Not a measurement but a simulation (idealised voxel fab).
The document below concerns the process module designated voxel lift off.
Cross-section cut: width 200 nm, square cells of 5 nm.
Just so we're on the same page, the cross-sections are grids of square cells, and they're listed out in bands top to bottom, each band one or more rows deep. First you get the band's top height and its bottom height, in nm, and then the materials it's made of, left to right, with each width in nm. If you see a single material with "edge to edge", that one covers the band edge to edge. "air" is empty space. All heights in this document are referenced to 0, defined as the level beneath which the wafer, as received, consists entirely of one material. The lowest band is not bounded below; it extends indefinitely downward and is written in the form "z 0 and below". Graded width ("30 to 40"): value in top row of band = first number; value in bottom row = second number; row-to-row change constant. "identical to before" means the step left every cell of the cross-section as it was. Closed empty spaces (no open way to the top) of 8 cells or more are what "Enclosed voids" lists, each as width x height at distance from the left edge, nm for all three. If you see something after the settings on a step's line, that's the simulator's own remark about that step. Each step line may optionally specify "overlay nm", which for a step with a mask gives the rightward distance between the mask's planned place and where it lay, a negative value indicating the leftward direction.
PROCESS STEPS (PLANNED)
- 1: RECEIVE | material Si
- 2: CONFORMAL_DEP | material SiN | thk nm 10
- 3: PATTERN | tone open | mask id LINES | material resist | width nm 15 | pitch nm 40 | thk nm 30 | overlay nm 0
- 4: DIRECTIONAL_DEP | material Ru | thk nm 15
- 5: STRIP | etch materials resist
- 6: CONFORMAL_DEP | material SiO2 | thk nm 10
AS RECEIVED (POST STEP 1): CROSS-SECTION
  z 0 and below  Si edge to edge
  Enclosed voids: none
FIRST OF TWO WAFERS: CROSS-SECTION AT END OF MODULE, RUN PER PLAN
  z 35 to 25  60 of air, then 35 of SiO2, then 5 of air, then 35 of SiO2, then 65 of air
  z 25 to 20  60 of air, then 10 of SiO2, then 15 of Ru, then 10 of SiO2, then 5 of air, then 10 of SiO2, then 15 of Ru, then 10 of SiO2, then 65 of air
  z 20 to 10  70 of SiO2, then 15 of Ru, then 25 of SiO2, then 15 of Ru, then 75 of SiO2
  z 10 to 0  SiN edge to edge
  z 0 and below  Si edge to edge
  Enclosed voids: none
WAFER TWO, SECTIONED AFTER THE MODULE: THE FIRST WAFER'S START, THE FIRST WAFER'S PLAN, AND ONE MISTAKE IN HOW IT WAS RUN
  z 35 to 25  SiO2 edge to edge
  z 25 to 10  70 of Ru, then 15 of SiO2, then 25 of Ru, then 15 of SiO2, then 75 of Ru
  z 10 to 0  SiN edge to edge
  z 0 and below  Si edge to edge
  Enclosed voids: none
Which mistake was made when the wafer was run? step 3 ran differently from the plan; actual operation with settings: PATTERN | tone cover | mask id LINES | material resist | width nm 15 | pitch nm 40 | thk nm 30 | overlay nm 0
at the end the second wafer has, in cells: +84 Ru; -6 SiO2
